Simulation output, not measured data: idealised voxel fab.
The document below concerns the process module designated voxel gate over fins.
Cross-section cut: width 295 nm, square cells of 5 nm.
Reading order for cross-sections: top band down to bottom band. Underlying form: a grid of square cells. Band size: one or more rows of cells. Band entry format. Leading values: height of top, height of bottom, nm. Remainder: materials in left-to-right order, each with its width in nm. Special words: "all across" on a single material, which then fills the band edge to edge; "empty", empty space. Zero point of the height axis is 0; under it, received wafer = one material. Lowest band: continues down indefinitely, "z 0 and below". A two-number width, for instance "30..40", indicates that the width is equal to the first number in the top row of the band and to the second number in the bottom row, and that it changes by a constant amount per row of cells. Step marked "nothing different"? Then no cell in the cross-section changed in it. Closed void list: empty space of 8 cells or more with no open way to the top, each as width x height at its distance from the left edge, in nm. The remark found on a step's line after its settings is issued by the simulator itself and pertains to that step. A step's line can hold "overlay nm"; with a mask on that step, the setting says how far right of the planned place the mask lay, while a negative setting says it lay to the left.
[Process steps - plan]
1: RECEIVE with material Si
2: CONFORMAL_DEP with material SiN, thk nm 10
3: MASKED_ETCH with tone cover, mask id FINS, width nm 15, pitch nm 55, etch materials SiN, depth nm 10, overlay nm 0
4: MASKED_ETCH with tone cover, mask id FINS, width nm 15, pitch nm 55, etch materials Si, depth nm 35, overlay nm 0
5: FILL_DEP with material SiO2, thk nm 10
6: CMP with height nm 10
7: PATTERN with tone open, mask id RAIL, material resist, width nm 15, thk nm 15, overlay nm 0
8: DIRECTIONAL_ETCH with etch materials SiO2, depth nm 40
9: STRIP with etch materials resist
10: CONFORMAL_DEP with material TiN, thk nm 5
11: FILL_DEP with material Ru, thk nm 5
12: CMP with height nm 10
13: SELECTIVE_ETCH with etch materials W Ru TiN, depth nm 30
14: FILL_DEP with material SiO2, thk nm 5
15: CMP with height nm 10
16: SELECTIVE_ETCH with etch materials SiO2, depth nm 25
17: STRIP with etch materials SiN
18: CONFORMAL_DEP with material HfO2, thk nm 5
19: CONFORMAL_DEP with material TiN, thk nm 5
20: FILL_DEP with material W, thk nm 10
21: CMP with height nm 15
22: CONFORMAL_DEP with material SiCN, thk nm 10
[Cross-section of the incoming wafer, state after step 1]
* z 0 and below | Si all across
* Closed void list: none
[Cross-section, end of module. Start: as above. Plan: as above. Execution: one mistake]
* z 25 to 15 | SiCN all across
* z 15 to 10 | W all across
* z 10 to 5 | 100 W  35 TiN  20 W  35 TiN  105 W
* z 5 to 0 | 100 W  5 TiN  25 HfO2  5 TiN  20 W  5 TiN  25 HfO2  5 TiN  105 W
* z 0 to -5 | 100 W  5 TiN  5 HfO2  15 Si  5 HfO2  5 TiN  20 W  5 TiN  5 HfO2  15 Si  5 HfO2  5 TiN  105 W
* z -5 to -10 | 105 TiN  5 HfO2  15 Si  5 HfO2  30 TiN  5 HfO2  15 Si  5 HfO2  110 TiN
* z -10 to -15 | 110 HfO2  15 Si  40 HfO2  15 Si  115 HfO2
* z -15 to -20 | 110 SiO2  15 Si  40 SiO2  15 Si  115 SiO2
* z -20 to -25 | 110 SiO2  15 Si  5 TiN  5 Ru  5 TiN  25 SiO2  15 Si  115 SiO2
* z -25 to -30 | 110 SiO2  15 Si  15 TiN  25 SiO2  15 Si  115 SiO2
* z -30 to -35 | 110 SiO2  15 Si  40 SiO2  15 Si  115 SiO2
* z -35 and below | Si all across
* Closed void list: none
Against the plan, the run slipped here: in deviation from the planned setting, step 7 was conducted as PATTERN with tone open, mask id RAIL, material resist, width nm 15, thk nm 15, overlay nm -10
